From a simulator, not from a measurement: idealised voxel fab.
This section sets out a process module, namely voxel wiring stack.
Shown is cross-section cut, with a width of 280 nm and square cells of size 5 nm.
This document writes a cross-section as a grid whose cells are square, and gives it as bands, listed from the top down; one or more rows of cells form a band.
The entry gives the band's vertical extent as a top height and a bottom height in nm, then its horizontal make-up as materials from left to right, each with a width in nm. "empty" stands for empty space; a single material marked "throughout" fills the band edge to edge.
Heights from 0 (as-received wafer is one material below). Bottom band endless downward, as "0 -> down".
Note: "30..40" means the width goes from the first number (top row of the band) to the second number (bottom row) in equal steps per row of cells.
Where the words "stayed the same" appear for a step, the cross-section shows no cell changed by that step; every cell remained as before.
"Voids, sealed" lists enclosed empty spaces (at least 8 cells, no open path upward to the top), each as width x height at distance from the left edge, in nm.
That trailing text on a step's line, after the settings, is the simulator's own remark on the step.
If you see "overlay nm" on a step's line and that step has a mask, it's telling you how far right of where it was planned the mask ended up; a negative number means it went left instead.

-- These are the steps we planned for the process
1) RECEIVE [material Si]
2) CONFORMAL_DEP [material SiO2] [thk nm 5]
3) CONFORMAL_DEP [material SiN] [thk nm 5]
4) DIRECTIONAL_DEP [material lowk] [thk nm 25]
5) PATTERN [tone open] [mask id METAL_1] [material resist] [width nm 30] [pitch nm 60] [thk nm 15] [overlay nm 0]
6) DIRECTIONAL_ETCH [etch materials lowk] [depth nm 25]
7) DIRECTIONAL_ETCH [etch materials SiN] [depth nm 5]
8) STRIP [etch materials resist]
9) CONFORMAL_DEP [material TiN] [thk nm 5]
10) FILL_DEP [material W] [thk nm 5]
11) CMP [height nm 40]
12) CONFORMAL_DEP [material SiCN] [thk nm 5]
13) DIRECTIONAL_DEP [material lowk] [thk nm 20]
14) DIRECTIONAL_DEP [material aC] [thk nm 15]
15) PATTERN [tone open] [mask id PLUG_1] [material resist] [width nm 15] [pitch nm 120] [thk nm 30] [overlay nm 0]
16) DIRECTIONAL_ETCH [etch materials aC] [depth nm 15]
17) STRIP [etch materials resist]
18) DIRECTIONAL_ETCH [etch materials lowk] [depth nm 20]
19) DIRECTIONAL_ETCH [etch materials SiCN] [depth nm 5]
20) STRIP [etch materials aC]
21) EPI [material Ru] [thk nm 10]
22) EPI [material Ru] [thk nm 10]
23) EPI [material Ru] [thk nm 5]
24) CONFORMAL_DEP [material SiCN] [thk nm 5]
25) DIRECTIONAL_DEP [material lowk] [thk nm 25]
26) MASKED_ETCH [tone open] [mask id METAL_2] [width nm 30] [pitch nm 60] [etch materials lowk] [depth nm 25] [overlay nm 0]
27) MASKED_ETCH [tone open] [mask id METAL_2] [width nm 30] [pitch nm 60] [etch materials SiCN] [depth nm 5] [overlay nm 0]
28) CONFORMAL_DEP [material TiN] [thk nm 5]
29) FILL_DEP [material Cu] [thk nm 10]
30) CMP [height nm 95]
31) CONFORMAL_DEP [material SiCN] [thk nm 5]
32) DIRECTIONAL_DEP [material SiO2] [thk nm 35]
33) DIRECTIONAL_DEP [material aC] [thk nm 10]
34) PATTERN [tone open] [mask id METAL_3] [material resist] [width nm 30] [pitch nm 60] [thk nm 30] [overlay nm 0]
35) DIRECTIONAL_ETCH [etch materials aC] [depth nm 10]
36) STRIP [etch materials resist]
37) DIRECTIONAL_ETCH [etch materials SiO2] [depth nm 20]
38) STRIP [etch materials aC]
39) PATTERN [tone open] [mask id METAL_3_HOLES] [material resist] [width nm 15] [pitch nm 120] [thk nm 15] [overlay nm 0]
40) DIRECTIONAL_ETCH [etch materials SiO2] [depth nm 15]
41) DIRECTIONAL_ETCH [etch materials SiCN] [depth nm 5]
42) STRIP [etch materials resist]
43) CONFORMAL_DEP [material TiN] [thk nm 5]
44) FILL_DEP [material Cu] [thk nm 10]
45) CMP [height nm 135]
46) CONFORMAL_DEP [material SiN] [thk nm 5]
Same starting wafers, different thk nm at step 2. Plan value belongs to the first wafer.

-- Cross-section of the first of several received wafers, showing its state after step 1
0 -> down: Si throughout
Voids, sealed: none

-- wafer rows; end of module; cells per material since receipt: (+) gained, (-) lost; then closed voids
thk nm 5, +104 Cu, +30 Ru, +138 SiCN, +94 SiN, +358 SiO2, +192 TiN, +72 W, +580 lowk, Voids, sealed: none
thk nm 10, +104 Cu, +30 Ru, +138 SiCN, +94 SiN, +414 SiO2, +148 TiN, +60 W, +580 lowk, Voids, sealed: none
thk nm 15, +104 Cu, +30 Ru, +138 SiCN, +94 SiN, +470 SiO2, +142 TiN, +48 W, +542 lowk, Voids, sealed: none
thk nm 20, +104 Cu, +30 Ru, +138 SiCN, +94 SiN, +526 SiO2, +136 TiN, +36 W, +504 lowk, Voids, sealed: none
thk nm 25, +104 Cu, +30 Ru, +138 SiCN, +94 SiN, +582 SiO2, +130 TiN, +24 W, +466 lowk, Voids, sealed: none
